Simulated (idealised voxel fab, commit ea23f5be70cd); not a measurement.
process module | voxel released beams
cross-section cut | 185 nm wide | cells 5 nm
A cross-section is a grid of square cells, given in bands from the top down. A band is one or more rows of cells.
Each band's line starts with the height of the band's top and of its bottom, in nm. Then come its materials from left to right, each with its width in nm. One material with "throughout" fills the band from edge to edge. "air" is empty space.
Height 0 is the level under which the wafer as received is all one material. The lowest band goes on downwards, as in "0 down".
A width such as "30 to 40" changes by the same amount from each row of cells to the next, from the band's top row to its bottom row.
"no change" after a step means that no cell of the cross-section changed.
closed voids: empty space of 8 cells or more with no open way to the top, each as width x height at its distance from the left edge, in nm
after a step's settings: what the simulator itself notes on the step
overlay nm, on a step with a mask: how far to the right of its planned place the mask lay; to the left if negative
plan
1 op RECEIVE | material Si
2 op CONFORMAL_DEP | material SiN | thk nm 5
3 op DIRECTIONAL_DEP | material SiO2 | thk nm 15
4 op PATTERN | tone open | mask id ANCHOR | material resist | width nm 30 | thk nm 20 | overlay nm 0
5 op DIRECTIONAL_ETCH | etch materials SiO2 | depth nm 15
6 op STRIP | etch materials resist
7 op CONFORMAL_DEP | material TiN | thk nm 10
8 op MASKED_ETCH | tone cover | mask id BEAM | width nm 95 | etch materials TiN | depth nm 5 | overlay nm 0
9 op STRIP | etch materials SiO2
varied across the wafers: depth nm of step 8. The plan shows the first wafer's value. All wafers start alike
first wafer as received, after step 1
  0 down: Si throughout
  closed voids: none
each wafer at the end: cells of each material gained (+) or lost (-) since it was received, then its closed voids
depth nm 5 | +37 SiN | +93 SiO2 | +68 TiN | closed voids: none
depth nm 10 | +37 SiN | +50 TiN | closed voids: none
depth nm 15 | +37 SiN | +50 TiN | closed voids: none
depth nm 20 | +37 SiN | +50 TiN | closed voids: none
depth nm 25 | +37 SiN | +50 TiN | closed voids: none
